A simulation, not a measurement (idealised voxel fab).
The name of this process module is voxel trench capacitor.
The width of the displayed cross-section, cut, is 285 nm; its cells are square, with a size of 5 nm.
Reading order for cross-sections: top band down to bottom band. Underlying form: a grid of square cells. Band size: one or more rows of cells.
Basically the band line says how high the top is and how high the bottom is, in nm, and then what's in it from left to right, every material with its width in nm. Empty space shows up as "blank", and if a single material carries "throughout" it runs the full band edge to edge.
It should be noted that heights are counted from 0, beneath which the wafer as supplied is of one material throughout, and that the lowest band possesses no lower boundary but continues downward, as written in "z 0 and below".
Width "30->40": first value at the band's top row of cells, second value at its bottom row, equal change from row to row.
Reading "no modification" for a step: not a cell of the cross-section changed in it.
Empty spaces counting at least 8 cells and having no open way to the top are listed in "Entrapped void list". The notation width x height at distance is used for each, the distance being from the left edge and all three values in nm.
Anything after a step's settings on that line? It's the simulator's own note about the step.
The setting "overlay nm" may be written on the line of a step. When the step uses a mask, the value reports how far to the right of the planned place the mask lay, and a negative value reports that it lay to the left.

The steps planned for the process are as follows
1) RECEIVE: material Si
2) CONFORMAL_DEP: material SiN, thk nm 5
3) MASKED_ETCH: tone open, mask id TRENCH, width nm 25, pitch nm 40, etch materials SiN, depth nm 5, overlay nm 0
4) MASKED_ETCH: tone open, mask id TRENCH, width nm 25, pitch nm 40, etch materials Si, depth nm 35, overlay nm 0
5) CONFORMAL_DEP: material Al2O3, thk nm 5
6) CONFORMAL_DEP: material TiN, thk nm 5
7) FILL_DEP: material W, thk nm 10
8) CMP: height nm 5

first wafer, as planned

Received-state cross-section, reflecting completion of step 1
- z 0 and below: Si throughout
- Entrapped void list: none

Step 2 complete: cross-section through the wafer
- z 5 to 0: SiN throughout
- Below 0 it's all the same as before, nothing changed down there.

Step 3 complete: cross-section through the wafer
- z 5 to 0: 70 SiN | 25 blank | 15 SiN | 25 blank | 15 SiN | 25 blank | 15 SiN | 25 blank | 70 SiN
- Below 0 it's all the same as before, nothing changed down there.

Step 4 complete: cross-section through the wafer
- z 5 to 0: 70 SiN | 25 blank | 15 SiN | 25 blank | 15 SiN | 25 blank | 15 SiN | 25 blank | 70 SiN
- z 0 to -35: 70 Si | 25 blank | 15 Si | 25 blank | 15 Si | 25 blank | 15 Si | 25 blank | 70 Si
- Below -35 it's all the same as before, nothing changed down there.

Step 5 complete: cross-section through the wafer
- z 10 to 5: 75 Al2O3 | 15 blank | 25 Al2O3 | 15 blank | 25 Al2O3 | 15 blank | 25 Al2O3 | 15 blank | 75 Al2O3
- z 5 to 0: 70 SiN | 5 Al2O3 | 15 blank | 5 Al2O3 | 15 SiN | 5 Al2O3 | 15 blank | 5 Al2O3 | 15 SiN | 5 Al2O3 | 15 blank | 5 Al2O3 | 15 SiN | 5 Al2O3 | 15 blank | 5 Al2O3 | 70 SiN
- z 0 to -30: 70 Si | 5 Al2O3 | 15 blank | 5 Al2O3 | 15 Si | 5 Al2O3 | 15 blank | 5 Al2O3 | 15 Si | 5 Al2O3 | 15 blank | 5 Al2O3 | 15 Si | 5 Al2O3 | 15 blank | 5 Al2O3 | 70 Si
- z -30 to -35: 70 Si | 25 Al2O3 | 15 Si | 25 Al2O3 | 15 Si | 25 Al2O3 | 15 Si | 25 Al2O3 | 70 Si
- Below -35 it's all the same as before, nothing changed down there.

Step 6 complete: cross-section through the wafer
- z 15 to 10: 80 TiN | 5 blank | 35 TiN | 5 blank | 35 TiN | 5 blank | 35 TiN | 5 blank | 80 TiN
- z 10 to 5: 75 Al2O3 | 5 TiN | 5 blank | 5 TiN | 25 Al2O3 | 5 TiN | 5 blank | 5 TiN | 25 Al2O3 | 5 TiN | 5 blank | 5 TiN | 25 Al2O3 | 5 TiN | 5 blank | 5 TiN | 75 Al2O3
- z 5 to 0: 70 SiN | 5 Al2O3 | 5 TiN | 5 blank | 5 TiN | 5 Al2O3 | 15 SiN | 5 Al2O3 | 5 TiN | 5 blank | 5 TiN | 5 Al2O3 | 15 SiN | 5 Al2O3 | 5 TiN | 5 blank | 5 TiN | 5 Al2O3 | 15 SiN | 5 Al2O3 | 5 TiN | 5 blank | 5 TiN | 5 Al2O3 | 70 SiN
- z 0 to -25: 70 Si | 5 Al2O3 | 5 TiN | 5 blank | 5 TiN | 5 Al2O3 | 15 Si | 5 Al2O3 | 5 TiN | 5 blank | 5 TiN | 5 Al2O3 | 15 Si | 5 Al2O3 | 5 TiN | 5 blank | 5 TiN | 5 Al2O3 | 15 Si | 5 Al2O3 | 5 TiN | 5 blank | 5 TiN | 5 Al2O3 | 70 Si
- z -25 to -30: 70 Si | 5 Al2O3 | 15 TiN | 5 Al2O3 | 15 Si | 5 Al2O3 | 15 TiN | 5 Al2O3 | 15 Si | 5 Al2O3 | 15 TiN | 5 Al2O3 | 15 Si | 5 Al2O3 | 15 TiN | 5 Al2O3 | 70 Si
- Below -30 it's all the same as before, nothing changed down there.

Step 7 complete: cross-section through the wafer
- z 25 to 15: W throughout
- z 15 to 10: 80 TiN | 5 W | 35 TiN | 5 W | 35 TiN | 5 W | 35 TiN | 5 W | 80 TiN
- z 10 to 5: 75 Al2O3 | 5 TiN | 5 W | 5 TiN | 25 Al2O3 | 5 TiN | 5 W | 5 TiN | 25 Al2O3 | 5 TiN | 5 W | 5 TiN | 25 Al2O3 | 5 TiN | 5 W | 5 TiN | 75 Al2O3
- z 5 to 0: 70 SiN | 5 Al2O3 | 5 TiN | 5 W | 5 TiN | 5 Al2O3 | 15 SiN | 5 Al2O3 | 5 TiN | 5 W | 5 TiN | 5 Al2O3 | 15 SiN | 5 Al2O3 | 5 TiN | 5 W | 5 TiN | 5 Al2O3 | 15 SiN | 5 Al2O3 | 5 TiN | 5 W | 5 TiN | 5 Al2O3 | 70 SiN
- z 0 to -25: 70 Si | 5 Al2O3 | 5 TiN | 5 W | 5 TiN | 5 Al2O3 | 15 Si | 5 Al2O3 | 5 TiN | 5 W | 5 TiN | 5 Al2O3 | 15 Si | 5 Al2O3 | 5 TiN | 5 W | 5 TiN | 5 Al2O3 | 15 Si | 5 Al2O3 | 5 TiN | 5 W | 5 TiN | 5 Al2O3 | 70 Si
- Below -25 it's all the same as before, nothing changed down there.

Step 8 complete: cross-section through the wafer
- z 5 to 0: 70 SiN | 5 Al2O3 | 5 TiN | 5 W | 5 TiN | 5 Al2O3 | 15 SiN | 5 Al2O3 | 5 TiN | 5 W | 5 TiN | 5 Al2O3 | 15 SiN | 5 Al2O3 | 5 TiN | 5 W | 5 TiN | 5 Al2O3 | 15 SiN | 5 Al2O3 | 5 TiN | 5 W | 5 TiN | 5 Al2O3 | 70 SiN
- Below 0 it's all the same as before, nothing changed down there.

Okay, second wafer. Nothing different at the start, nothing different in the plan, just one mistake somewhere in the running. As far as step 7, counting that step, it's the first wafer all over again

Cross-sectional view of the second wafer at the intended end time of process step 8: no modification
what went wrong: the plan's step 8 was left out and never carried out
Bottom line after processing is that, in cells, the second wafer is up or down on some materials versus the first: Al2O3: 45 more, TiN: 61 more, W: 122 more
